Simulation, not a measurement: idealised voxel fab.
The following is a process module called voxel gate over fins.
The figure presents cross-section cut, which has a width of 140 nm and is divided into square cells with an edge length of 5 nm.
Square cells in a grid make up a cross-section in this document, and the grid is given as bands, listed from the top down, each one or more rows of cells. Top, bottom (nm), then materials left to right with widths (nm); lone material tagged "all across" fills the whole band edge to edge; "air" = empty space. Heights are reckoned from 0. Under this level, the received wafer is all of one material. The bottommost band is open-ended downward, for example "0..down". A width such as "30->40" changes by the same amount from each row of cells to the next, from the band's top row to its bottom row. No cell of the cross-section changed in a step that is given as "everything unchanged". If an empty space has no open way to the top and is at least 8 cells in size, "Fully sealed voids" lists it, written width x height at distance, where distance is measured from the left edge and every value is in nm. On a step's line, text after the settings is the simulator commenting on that step. "overlay nm" answers the question of how far to the right of plan the mask lay on a step that has a mask, and when it is negative the answer is to the left.

The steps planned for the process are as follows:
| 1 | RECEIVE with material Si |
| 2 | CONFORMAL_DEP with material SiN, thk nm 5 |
| 3 | PATTERN with tone cover, mask id FINS, material resist, width nm 15, pitch nm 40, thk nm 20, overlay nm -15 |
| 4 | DIRECTIONAL_ETCH with etch materials SiN, depth nm 5 |
| 5 | DIRECTIONAL_ETCH with etch materials Si, depth nm 40 |
| 6 | STRIP with etch materials resist |
| 7 | FILL_DEP with material SiO2, thk nm 10 |
| 8 | CMP with height nm 5 |
| 9 | SELECTIVE_ETCH with etch materials SiO2, depth nm 20 |
| 10 | STRIP with etch materials SiN |
| 11 | CONFORMAL_DEP with material HfO2, thk nm 5 |
| 12 | CONFORMAL_DEP with material TiN, thk nm 5 |
| 13 | CONFORMAL_DEP with material TiAl, thk nm 5 |
| 14 | CONFORMAL_DEP with material TiN, thk nm 5 |
| 15 | FILL_DEP with material W, thk nm 10 |
| 16 | CMP with height nm 25 |
| 17 | CONFORMAL_DEP with material SiCN, thk nm 5 |
Among the wafers covered here, the point of difference is the overlay nm at step 3; their starting state is shared, and the plan presents the value of the first wafer.

As-received state after step 1, first of several wafers, cross-section:
- 0..down | Si all across
- Fully sealed voids: none

Where each wafer stands at the end of the module, a row apiece: cells of each material gained (+) or lost (-) since it was received, then closed voids:
overlay nm -15, +40 HfO2, -176 Si, +28 SiCN, +110 SiO2, +37 TiAl, +74 TiN, +55 W, Fully sealed voids: none
overlay nm -10, +40 HfO2, -176 Si, +28 SiCN, +110 SiO2, +37 TiAl, +74 TiN, +55 W, Fully sealed voids: none
overlay nm -5, +40 HfO2, -176 Si, +28 SiCN, +110 SiO2, +37 TiAl, +74 TiN, +55 W, Fully sealed voids: none
overlay nm 0, +40 HfO2, -176 Si, +28 SiCN, +110 SiO2, +37 TiAl, +74 TiN, +55 W, Fully sealed voids: none
overlay nm 5, +40 HfO2, -176 Si, +28 SiCN, +110 SiO2, +37 TiAl, +74 TiN, +55 W, Fully sealed voids: none
overlay nm 10, +40 HfO2, -176 Si, +28 SiCN, +110 SiO2, +37 TiAl, +74 TiN, +55 W, Fully sealed voids: none
overlay nm 15, +40 HfO2, -176 Si, +28 SiCN, +110 SiO2, +37 TiAl, +74 TiN, +55 W, Fully sealed voids: none
